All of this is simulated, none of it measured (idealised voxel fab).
The document below concerns the process module designated voxel tone inversion.
Square cell edge 5 nm, section width 280 nm, ID cut.
Just so we're on the same page, the cross-sections are grids of square cells, and they're listed out in bands top to bottom, each band one or more rows deep.
Look at the band entry: it leads with the top's height and the bottom's height in nm. Then it lists the materials left to right, with a width in nm for each. The word "full width" on a single material says that material fills the band edge to edge. The word "air" is empty space.
Zero point of the height axis is 0; under it, received wafer = one material. Lowest band: continues down indefinitely, "0..down".
The notation "30 to 40" denotes a width that varies across the rows of cells in the band, beginning at the first number in the top row, finishing at the second number in the bottom row, and changing by an identical amount from each row to the next.
Given "stayed the same" for a step, no cell of the cross-section differs between before and after that step.
Entry "Enclosed void inventory" = empty spaces >= 8 cells with no open way to the top; each as width x height at distance, distance from left edge, all nm.
Whatever follows a step's settings on its line is a remark the simulator itself makes about that step.
When a step includes a mask, the "overlay nm" setting on its line states how far to the right of its planned place that mask lay, and negative values state how far to the left.

Steps planned for the process:
1: RECEIVE [material Si]
2: CONFORMAL_DEP [material SiN] [thk nm 10]
3: DIRECTIONAL_DEP [material aC] [thk nm 20]
4: PATTERN [tone cover] [mask id POSTS] [material resist] [width nm 25] [pitch nm 40] [thk nm 25] [overlay nm 0]
5: DIRECTIONAL_ETCH [etch materials aC] [depth nm 20]
6: STRIP [etch materials resist]
7: FILL_DEP [material lowk] [thk nm 5]
8: CMP [height nm 30]
9: STRIP [etch materials aC]
10: CONFORMAL_DEP [material TiN] [thk nm 5]
11: FILL_DEP [material Ru] [thk nm 5]
12: CMP [height nm 30]
13: CONFORMAL_DEP [material SiN] [thk nm 5]

First of the two wafers, run per plan:

The cross-section here shows the wafer as received, i.e. in its state after step 1:
- 0..down | Si full width
- Enclosed void inventory: none

After step 2, in cross-section:
- 10..0 | SiN full width
- Whatever lies below 0 is exactly as it was before.

After step 3, in cross-section:
- 30..10 | aC full width
- Whatever lies below 10 is exactly as it was before.

After step 4, in cross-section:
- 55..30 | 85 nm air | 25 nm resist | 15 nm air | 25 nm resist | 15 nm air | 25 nm resist | 90 nm air
- Whatever lies below 30 is exactly as it was before.

After step 5, in cross-section:
- 35..30 | 85 nm air | 25 nm resist | 15 nm air | 25 nm resist | 15 nm air | 25 nm resist | 90 nm air
- 30..10 | 85 nm air | 25 nm aC | 15 nm air | 25 nm aC | 15 nm air | 25 nm aC | 90 nm air
- Whatever lies below 10 is exactly as it was before.

After step 6, in cross-section:
- 30..10 | 85 nm air | 25 nm aC | 15 nm air | 25 nm aC | 15 nm air | 25 nm aC | 90 nm air
- Whatever lies below 10 is exactly as it was before.

After step 7, in cross-section:
- 35..30 | lowk full width
- 30..10 | 85 nm lowk | 25 nm aC | 15 nm lowk | 25 nm aC | 15 nm lowk | 25 nm aC | 90 nm lowk
- Whatever lies below 10 is exactly as it was before.

After step 8, in cross-section:
- 30..10 | 85 nm lowk | 25 nm aC | 15 nm lowk | 25 nm aC | 15 nm lowk | 25 nm aC | 90 nm lowk
- Whatever lies below 10 is exactly as it was before.

After step 9, in cross-section:
- 30..10 | 85 nm lowk | 25 nm air | 15 nm lowk | 25 nm air | 15 nm lowk | 25 nm air | 90 nm lowk
- Whatever lies below 10 is exactly as it was before.

After step 10, in cross-section:
- 35..30 | 90 nm TiN | 15 nm air | 25 nm TiN | 15 nm air | 25 nm TiN | 15 nm air | 95 nm TiN
- 30..15 | 85 nm lowk | 5 nm TiN | 15 nm air | 5 nm TiN | 15 nm lowk | 5 nm TiN | 15 nm air | 5 nm TiN | 15 nm lowk | 5 nm TiN | 15 nm air | 5 nm TiN | 90 nm lowk
- 15..10 | 85 nm lowk | 25 nm TiN | 15 nm lowk | 25 nm TiN | 15 nm lowk | 25 nm TiN | 90 nm lowk
- Whatever lies below 10 is exactly as it was before.

After step 11, in cross-section:
- 40..35 | Ru full width
- 35..30 | 90 nm TiN | 15 nm Ru | 25 nm TiN | 15 nm Ru | 25 nm TiN | 15 nm Ru | 95 nm TiN
- 30..15 | 85 nm lowk | 5 nm TiN | 15 nm Ru | 5 nm TiN | 15 nm lowk | 5 nm TiN | 15 nm Ru | 5 nm TiN | 15 nm lowk | 5 nm TiN | 15 nm Ru | 5 nm TiN | 90 nm lowk
- Whatever lies below 15 is exactly as it was before.

After step 12, in cross-section:
- 30..15 | 85 nm lowk | 5 nm TiN | 15 nm Ru | 5 nm TiN | 15 nm lowk | 5 nm TiN | 15 nm Ru | 5 nm TiN | 15 nm lowk | 5 nm TiN | 15 nm Ru | 5 nm TiN | 90 nm lowk
- Whatever lies below 15 is exactly as it was before.

After step 13, in cross-section:
- 35..30 | SiN full width
- Whatever lies below 30 is exactly as it was before.

The second wafer was prepared from the same starting point and under the same plan as the first; its processing contained one mistake, and it remains indistinguishable from the first wafer up to and including step 3:

Cross-section, second wafer, at the end time the plan gives for step 4:
- 55..30 | 90 nm air | 25 nm resist | 15 nm air | 25 nm resist | 15 nm air | 25 nm resist | 85 nm air
- Whatever lies below 30 is exactly as it was before.

Cross-section, second wafer, at the end time the plan gives for step 5:
- 35..30 | 90 nm air | 25 nm resist | 15 nm air | 25 nm resist | 15 nm air | 25 nm resist | 85 nm air
- 30..10 | 90 nm air | 25 nm aC | 15 nm air | 25 nm aC | 15 nm air | 25 nm aC | 85 nm air
- Whatever lies below 10 is exactly as it was before.

Cross-section, second wafer, at the end time the plan gives for step 6:
- 30..10 | 90 nm air | 25 nm aC | 15 nm air | 25 nm aC | 15 nm air | 25 nm aC | 85 nm air
- Whatever lies below 10 is exactly as it was before.

Cross-section, second wafer, at the end time the plan gives for step 7:
- 35..30 | lowk full width
- 30..10 | 90 nm lowk | 25 nm aC | 15 nm lowk | 25 nm aC | 15 nm lowk | 25 nm aC | 85 nm lowk
- Whatever lies below 10 is exactly as it was before.

Cross-section, second wafer, at the end time the plan gives for step 8:
- 30..10 | 90 nm lowk | 25 nm aC | 15 nm lowk | 25 nm aC | 15 nm lowk | 25 nm aC | 85 nm lowk
- Whatever lies below 10 is exactly as it was before.

Cross-section, second wafer, at the end time the plan gives for step 9:
- 30..10 | 90 nm lowk | 25 nm air | 15 nm lowk | 25 nm air | 15 nm lowk | 25 nm air | 85 nm lowk
- Whatever lies below 10 is exactly as it was before.

Cross-section, second wafer, at the end time the plan gives for step 10:
- 35..30 | 95 nm TiN | 15 nm air | 25 nm TiN | 15 nm air | 25 nm TiN | 15 nm air | 90 nm TiN
- 30..15 | 90 nm lowk | 5 nm TiN | 15 nm air | 5 nm TiN | 15 nm lowk | 5 nm TiN | 15 nm air | 5 nm TiN | 15 nm lowk | 5 nm TiN | 15 nm air | 5 nm TiN | 85 nm lowk
- 15..10 | 90 nm lowk | 25 nm TiN | 15 nm lowk | 25 nm TiN | 15 nm lowk | 25 nm TiN | 85 nm lowk
- Whatever lies below 10 is exactly as it was before.

Cross-section, second wafer, at the end time the plan gives for step 11:
- 40..35 | Ru full width
- 35..30 | 95 nm TiN | 15 nm Ru | 25 nm TiN | 15 nm Ru | 25 nm TiN | 15 nm Ru | 90 nm TiN
- 30..15 | 90 nm lowk | 5 nm TiN | 15 nm Ru | 5 nm TiN | 15 nm lowk | 5 nm TiN | 15 nm Ru | 5 nm TiN | 15 nm lowk | 5 nm TiN | 15 nm Ru | 5 nm TiN | 85 nm lowk
- Whatever lies below 15 is exactly as it was before.

Cross-section, second wafer, at the end time the plan gives for step 12:
- 30..15 | 90 nm lowk | 5 nm TiN | 15 nm Ru | 5 nm TiN | 15 nm lowk | 5 nm TiN | 15 nm Ru | 5 nm TiN | 15 nm lowk | 5 nm TiN | 15 nm Ru | 5 nm TiN | 85 nm lowk
- Whatever lies below 15 is exactly as it was before.

Cross-section, second wafer, at the end time the plan gives for step 13:
- 35..30 | SiN full width
- Whatever lies below 30 is exactly as it was before.
what went wrong: planned and actual differ for step 4; actual: PATTERN [tone cover] [mask id POSTS] [material resist] [width nm 25] [pitch nm 40] [thk nm 25] [overlay nm 5]
Heads up: at the end the two wafers have identical cell counts per material, they're just laid out differently.
